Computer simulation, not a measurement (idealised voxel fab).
Herein follows the process module entitled voxel ribs on slabs.
This is section cut - it's 270 nm across, gridded in 5 nm square cells.
Cross-sections here: square-cell grids, written as top-down lists of bands, a band being one or more rows of cells.
This entry defines a band. It first specifies the height of the band's top and the height of its bottom in nm, and then specifies the band's materials from left to right, stating each material with its width in nm. The word "full width" identifies a single material that fills the band from edge to edge, while the word "empty" identifies empty space.
The level at which height equals 0 is the one under which the wafer, as it arrives, is entirely one material. No lower edge exists for the bottom band, which continues downward and is notated as in "top 0, no bottom".
When a width is written as two numbers, as in "30 to 40", the first number is the width in the top row of cells of the band and the second is the width in its bottom row, and the width changes by the same amount from each row to the next.
Take "left unchanged" at face value: in the step it is given for, the cross-section changed in none of its cells.
Reported under the label "Non-vented voids" are the empty spaces having no open way to the top and comprising 8 cells or more; the notation for each is width x height at distance, in which the distance is measured from the left edge and all three values are in nm.
Anything after a step's settings on that line? It's the simulator's own note about the step.
"overlay nm" on a masked step: distance the mask lay right of its planned place, negative for left.
THE FOLLOWING LIST GIVES THE PLANNED PROCESS STEPS
step 1: RECEIVE: material Si
step 2: DIRECTIONAL_DEP: material SiO2, thk nm 30
step 3: DIRECTIONAL_DEP: material polySi, thk nm 15
step 4: MASKED_ETCH: tone cover, mask id RIB, width nm 30, etch materials polySi, depth nm 10, overlay nm 0
step 5: MASKED_ETCH: tone cover, mask id SLAB, width nm 60, etch materials polySi, depth nm 5, overlay nm 0
step 6: FILL_DEP: material SiO2, thk nm 25
step 7: CMP: height nm 60
step 8: DIRECTIONAL_DEP: material W, thk nm 10
step 9: PATTERN: tone cover, mask id HEATER, material resist, width nm 40, thk nm 20, overlay nm 0
step 10: DIRECTIONAL_ETCH: etch materials W, depth nm 10
step 11: STRIP: etch materials resist
step 12: CONFORMAL_DEP: material SiN, thk nm 5
CROSS-SECTIONAL VIEW OF THE WAFER IN ITS AS-RECEIVED CONDITION, CORRESPONDING TO THE STATE AFTER STEP 1
	top 0, no bottom = Si full width
	Non-vented voids: none
FIRST OF TWO WAFERS AT THE END OF THE MODULE, SHOWN IN CROSS-SECTION; RUN CARRIED OUT AS PLANNED
	top 75, bottom 70 = empty 110 nm | SiN 50 nm | empty 110 nm
	top 70, bottom 65 = empty 110 nm | SiN 5 nm | W 40 nm | SiN 5 nm | empty 110 nm
	top 65, bottom 60 = SiN 115 nm | W 40 nm | SiN 115 nm
	top 60, bottom 45 = SiO2 full width
	top 45, bottom 35 = SiO2 120 nm | polySi 30 nm | SiO2 120 nm
	top 35, bottom 30 = SiO2 105 nm | polySi 60 nm | SiO2 105 nm
	top 30, bottom 0 = SiO2 full width
	top 0, no bottom = Si full width
	Non-vented voids: none
END-OF-MODULE CROSS-SECTION OF THE SECOND WAFER: IDENTICAL STARTING POINT AND PROCESS PLAN TO THE FIRST, WITH ONE PROCESSING MISTAKE
	top 75, bottom 70 = empty 110 nm | SiN 50 nm | empty 110 nm
	top 70, bottom 65 = empty 110 nm | SiN 5 nm | W 40 nm | SiN 5 nm | empty 110 nm
	top 65, bottom 60 = SiN 115 nm | W 40 nm | SiN 115 nm
	top 60, bottom 45 = SiO2 full width
	top 45, bottom 35 = SiO2 125 nm | polySi 25 nm | SiO2 120 nm
	top 35, bottom 30 = SiO2 105 nm | polySi 60 nm | SiO2 105 nm
	top 30, bottom 0 = SiO2 full width
	top 0, no bottom = Si full width
	Non-vented voids: none
What was done differently from what was planned? in deviation from the planned setting, step 4 was conducted as MASKED_ETCH: tone cover, mask id RIB, width nm 25, etch materials polySi, depth nm 10, overlay nm 0
Bottom line after processing is that, in cells, the second wafer is up or down on some materials versus the first: +2 SiO2, -2 polySi
